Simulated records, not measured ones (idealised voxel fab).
The document below concerns the process module designated voxel ribs on slabs.
Each square cell in cross-section cut measures 5 nm, and the section as a whole is 290 nm wide.
We lay out every cross-section as a grid of square cells and spell it out in bands from the top down, where one band means one or more rows of cells.
Band: top and bottom heights (nm) first, top before bottom; then materials from left to right, widths in nm. "throughout" marks a sole material filling the band edge to edge. "air" denotes empty space.
Height reference: 0 = level under which incoming wafer is all one material. Lowest band: no bottom, runs on downward, e.g. "0 down".
It should be noted that a width expressed as "30..40" varies in equal increments from row to row of cells within the band, taking the value of the first number at the top row and that of the second number at the bottom row.
When a step is marked "remained unchanged", none of the cells in the cross-section changed during that step.
Entry "Fully sealed voids". Content: empty spaces with no open connection to the top, size 8 cells or greater. Each: width x height at distance. Distance: from left edge. Unit: nm.
If you see something after the settings on a step's line, that's the simulator's own remark about that step.
"overlay nm" answers the question of how far to the right of plan the mask lay on a step that has a mask, and when it is negative the answer is to the left.
Process steps - plan:
1,op RECEIVE | material Si
2,op DIRECTIONAL_DEP | material SiO2 | thk nm 20
3,op DIRECTIONAL_DEP | material polySi | thk nm 15
4,op DIRECTIONAL_DEP | material aC | thk nm 15
5,op PATTERN | tone cover | mask id RIB | material resist | width nm 15 | thk nm 30 | overlay nm 0
6,op DIRECTIONAL_ETCH | etch materials aC | depth nm 15
7,op STRIP | etch materials resist
8,op DIRECTIONAL_ETCH | etch materials polySi | depth nm 10
9,op STRIP | etch materials aC
10,op MASKED_ETCH | tone cover | mask id SLAB | width nm 45 | etch materials polySi | depth nm 5 | overlay nm 0
11,op FILL_DEP | material SiO2 | thk nm 25
12,op CMP | height nm 55
13,op DIRECTIONAL_DEP | material W | thk nm 10
14,op DIRECTIONAL_DEP | material aC | thk nm 15
15,op PATTERN | tone cover | mask id HEATER | material resist | width nm 25 | thk nm 30 | overlay nm 0
16,op DIRECTIONAL_ETCH | etch materials aC | depth nm 15
17,op STRIP | etch materials resist
18,op DIRECTIONAL_ETCH | etch materials W | depth nm 10
19,op STRIP | etch materials aC
20,op CONFORMAL_DEP | material SiN | thk nm 5
Cross-section of the wafer upon arrival, representing the state reached after step 1:
  0 down: Si throughout
  Fully sealed voids: none
Cross-sectional image of the first of two wafers at the end of the module, the run having proceeded as planned:
  70 to 65: 125 nm air / 35 nm SiN / 130 nm air
  65 to 60: 125 nm air / 5 nm SiN / 25 nm W / 5 nm SiN / 130 nm air
  60 to 55: 130 nm SiN / 25 nm W / 135 nm SiN
  55 to 35: SiO2 throughout
  35 to 25: 135 nm SiO2 / 15 nm polySi / 140 nm SiO2
  25 to 20: 120 nm SiO2 / 45 nm polySi / 125 nm SiO2
  20 to 0: SiO2 throughout
  0 down: Si throughout
  Fully sealed voids: none
Second wafer of the two, sectioned at the end of the module. It began like the first and followed the same plan, but one mistake was made while running it:
  65 to 55: 130 nm air / 25 nm W / 135 nm air
  55 to 35: SiO2 throughout
  35 to 25: 135 nm SiO2 / 15 nm polySi / 140 nm SiO2
  25 to 20: 120 nm SiO2 / 45 nm polySi / 125 nm SiO2
  20 to 0: SiO2 throughout
  0 down: Si throughout
  Fully sealed voids: none
In executing the process, a mistake was made relative to the plan: plan step 20 was not performed, having been skipped
Bottom line after processing is that, in cells, the second wafer is up or down on some materials versus the first: SiN -62
